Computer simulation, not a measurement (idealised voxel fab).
Process module, titled voxel gate over fins
cross-section cut | 250 nm wide | cells 5 nm
Square cells in a grid make up a cross-section in this document, and the grid is given as bands, listed from the top down, each one or more rows of cells.
Look at the band entry: it leads with the top's height and the bottom's height in nm. Then it lists the materials left to right, with a width in nm for each. The word "all across" on a single material says that material fills the band edge to edge. The word "empty" is empty space.
Convention: height 0 is the level below which the wafer, as received, is all one material. The lowest band does not terminate at the bottom but continues downward, represented as "from 0 down".
The expression "30..40" gives the width at the extremes of the band, the first number at its top row of cells and the second at its bottom row, with the width changing by equal amounts from each row to the next in between.
"all unchanged" (step): cross-section cells unchanged, all of them.
"Catalogued sealed voids" enumerates empty spaces isolated from the top, with no open way to it, that contain at least 8 cells, giving each as width x height at distance from the left edge, all three in nm.
It should be noted that, on the line of a given step, the content following the step's settings is a remark produced by the simulator itself with respect to that step.
You can add "overlay nm" to a step's line. For a step with a mask, it describes how far the mask lay to the right of its planned position, and a negative number describes a lay to the left.
-- The planned process steps are enumerated hereunder
1,op RECEIVE | material Si
2,op CONFORMAL_DEP | material SiN | thk nm 5
3,op PATTERN | tone cover | mask id FINS | material resist | width nm 15 | pitch nm 35 | thk nm 15 | overlay nm -15
4,op DIRECTIONAL_ETCH | etch materials SiN | depth nm 5
5,op DIRECTIONAL_ETCH | etch materials Si | depth nm 40
6,op STRIP | etch materials resist
7,op FILL_DEP | material SiO2 | thk nm 15
8,op CMP | height nm 5
9,op SELECTIVE_ETCH | etch materials SiO2 | depth nm 15
10,op STRIP | etch materials SiN
11,op CONFORMAL_DEP | material HfO2 | thk nm 5
12,op CONFORMAL_DEP | material TiN | thk nm 5
13,op FILL_DEP | material W | thk nm 10
14,op CMP | height nm 15
15,op CONFORMAL_DEP | material SiCN | thk nm 5
The value of overlay nm given for step 3 in the plan refers to the first wafer; the wafers vary in this setting and are alike at the start.
-- As-received state after step 1, first of several wafers, cross-section
* from 0 down: Si all across
* Catalogued sealed voids: none
-- Row per wafer, end-of-module: cell gain (+)/loss (-) by material since the wafer came in, then closed voids
overlay nm -15; +62 HfO2; -328 Si; +50 SiCN; +246 SiO2; +62 TiN; +108 W; Catalogued sealed voids: none
overlay nm -10; +62 HfO2; -328 Si; +50 SiCN; +246 SiO2; +62 TiN; +108 W; Catalogued sealed voids: none
overlay nm -5; +62 HfO2; -328 Si; +50 SiCN; +246 SiO2; +62 TiN; +108 W; Catalogued sealed voids: none
overlay nm 0; +62 HfO2; -328 Si; +50 SiCN; +246 SiO2; +62 TiN; +108 W; Catalogued sealed voids: none
overlay nm 5; +62 HfO2; -328 Si; +50 SiCN; +246 SiO2; +62 TiN; +108 W; Catalogued sealed voids: none
overlay nm 10; +62 HfO2; -328 Si; +50 SiCN; +246 SiO2; +62 TiN; +108 W; Catalogued sealed voids: none
overlay nm 15; +62 HfO2; -328 Si; +50 SiCN; +246 SiO2; +62 TiN; +108 W; Catalogued sealed voids: none
